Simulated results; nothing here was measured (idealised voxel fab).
The process module presented herein is designated voxel lift off.
Cross-sectional view cut (width: 260 nm; square cell size: 5 nm).
A cross-section is a grid of square cells, given in bands from the top down. A band is one or more rows of cells. The band entry comprises the height of the band's top followed by the height of its bottom, expressed in nm, and subsequently the band's materials from left to right, each stated together with its width in nm. Where a single material is marked with the word "throughout", that material fills the band from edge to edge. The word "empty" represents empty space. Height 0 is the level under which the wafer as received is all one material. The lowest band goes on downwards, as in "from 0 down". With a width like "30->40", each row of cells in the band differs from the next by the same amount, the top row carrying the first number and the bottom row the second. Given "changes: none" for a step, no cell of the cross-section differs between before and after that step. Look at "Unvented internal voids" for the closed voids: empty spaces with no open path to the top, sized 8 cells or up. Each is width x height at distance, distance from the left edge, all nm. Formally, on a step line, whatever follows the settings is a remark that the simulator itself makes on the step. "overlay nm", when on a step's line for a step with a mask, measures how far to the right of its planned place the mask lay; a negative measure means to the left.

**plan**
1) RECEIVE | material Si
2) CONFORMAL_DEP | material SiO2 | thk nm 15
3) PATTERN | tone open | mask id LINES | material resist | width nm 15 | pitch nm 45 | thk nm 30 | overlay nm 0
4) DIRECTIONAL_DEP | material Ru | thk nm 15
5) STRIP | etch materials resist
6) CONFORMAL_DEP | material SiN | thk nm 5

**Cross-section of the wafer at receipt, which is the condition after step 1**
    from 0 down: Si throughout
    Unvented internal voids: none

**Run as planned - first of the two wafers cross-sectioned at the end of the module**
    from 35 to 30: empty: 95; SiN: 25; empty: 20; SiN: 25; empty: 95
    from 30 to 20: empty: 95; SiN: 5; Ru: 15; SiN: 5; empty: 20; SiN: 5; Ru: 15; SiN: 5; empty: 95
    from 20 to 15: SiN: 100; Ru: 15; SiN: 30; Ru: 15; SiN: 100
    from 15 to 0: SiO2 throughout
    from 0 down: Si throughout
    Unvented internal voids: none

**Cross-section at end of module for the second wafer of two, which matched the first in starting point and plan and differed by one mistake in its processing**
    from 35 to 30: empty: 85; SiN: 25; empty: 20; SiN: 25; empty: 105
    from 30 to 20: empty: 85; SiN: 5; Ru: 15; SiN: 5; empty: 20; SiN: 5; Ru: 15; SiN: 5; empty: 105
    from 20 to 15: SiN: 90; Ru: 15; SiN: 30; Ru: 15; SiN: 110
    from 15 to 0: SiO2 throughout
    from 0 down: Si throughout
    Unvented internal voids: none
Deviation noted in wafer processing: note that step 3 departed from the planned setting and was carried out as PATTERN | tone open | mask id LINES | material resist | width nm 15 | pitch nm 45 | thk nm 30 | overlay nm -10
Upon completion, the cell count for each material on the second wafer equals that on the first, whereas the spatial distribution of those cells differs.
